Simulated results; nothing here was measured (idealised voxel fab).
The following process module bears the name voxel trench capacitor.
It is cross-section cut that appears here, measuring 210 nm in width, its square cells being 5 nm in size.
When this document writes out a cross-section, it uses a grid of square cells and lists it as bands, beginning at the top and moving down, with a band standing for one or more rows of cells.
First you get the band's top height and its bottom height, in nm, and then the materials it's made of, left to right, with each width in nm. If you see a single material with "throughout", that one covers the band edge to edge. "empty" is empty space.
A quick word on heights: they are counted from 0, and under that level the wafer as it came to us is one material throughout. The lowest band is different from the rest in having no bottom; it simply continues downward, written as in "z 0 and below".
Width "30->40": first value at the band's top row of cells, second value at its bottom row, equal change from row to row.
No cell of the cross-section changed in a step that is given as "no alteration".
Reported under the label "Sealed internal voids" are the empty spaces having no open way to the top and comprising 8 cells or more; the notation for each is width x height at distance, in which the distance is measured from the left edge and all three values are in nm.
That trailing text on a step's line, after the settings, is the simulator's own remark on the step.
When a step includes a mask, the "overlay nm" setting on its line states how far to the right of its planned place that mask lay, and negative values state how far to the left.
### plan
step 1: RECEIVE, material Si
step 2: CONFORMAL_DEP, material SiN, thk nm 10
step 3: PATTERN, tone open, mask id TRENCH, material resist, width nm 20, pitch nm 35, thk nm 15, overlay nm 0
step 4: DIRECTIONAL_ETCH, etch materials SiN, depth nm 10
step 5: DIRECTIONAL_ETCH, etch materials Si, depth nm 25
step 6: STRIP, etch materials resist
step 7: CONFORMAL_DEP, material SiO2, thk nm 5
step 8: FILL_DEP, material polySi, thk nm 5
step 9: CMP, height nm 10
### Step 1 complete: cross-section of the wafer as received
	z 0 and below  Si throughout
	Sealed internal voids: none
### Cross-sectional image of the first of two wafers at the end of the module, the run having proceeded as planned
	z 10 to 0  40 of SiN; 5 of SiO2; 10 of polySi; 5 of SiO2; 15 of SiN; 5 of SiO2; 10 of polySi; 5 of SiO2; 15 of SiN; 5 of SiO2; 10 of polySi; 5 of SiO2; 15 of SiN; 5 of SiO2; 10 of polySi; 5 of SiO2; 45 of SiN
	z 0 to -20  40 of Si; 5 of SiO2; 10 of polySi; 5 of SiO2; 15 of Si; 5 of SiO2; 10 of polySi; 5 of SiO2; 15 of Si; 5 of SiO2; 10 of polySi; 5 of SiO2; 15 of Si; 5 of SiO2; 10 of polySi; 5 of SiO2; 45 of Si
	z -20 to -25  40 of Si; 20 of SiO2; 15 of Si; 20 of SiO2; 15 of Si; 20 of SiO2; 15 of Si; 20 of SiO2; 45 of Si
	z -25 and below  Si throughout
	Sealed internal voids: none
### Presented here is a cross-section of the second of the two wafers as it stood at the end of the module. It was started in the same manner and assigned the same plan as the first wafer; however, one mistake was made in its execution
	z 10 to 0  35 of polySi; 5 of SiO2; 20 of SiN; 5 of SiO2; 5 of polySi; 5 of SiO2; 20 of SiN; 5 of SiO2; 5 of polySi; 5 of SiO2; 20 of SiN; 5 of SiO2; 5 of polySi; 5 of SiO2; 20 of SiN; 5 of SiO2; 40 of polySi
	z 0 to -20  35 of polySi; 5 of SiO2; 20 of Si; 5 of SiO2; 5 of polySi; 5 of SiO2; 20 of Si; 5 of SiO2; 5 of polySi; 5 of SiO2; 20 of Si; 5 of SiO2; 5 of polySi; 5 of SiO2; 20 of Si; 5 of SiO2; 40 of polySi
	z -20 to -25  40 of SiO2; 20 of Si; 15 of SiO2; 20 of Si; 15 of SiO2; 20 of Si; 15 of SiO2; 20 of Si; 45 of SiO2
	z -25 and below  Si throughout
	Sealed internal voids: none
Short version of what went wrong: step 3: run off-plan, actual operation and settings PATTERN, tone cover, mask id TRENCH, material resist, width nm 20, pitch nm 35, thk nm 15, overlay nm 0
In the final state, the cell counts of the second wafer exceed or fall short of those of the first for the following materials: Si: 50 fewer | SiN: 20 fewer | SiO2: 10 more | polySi: 60 more
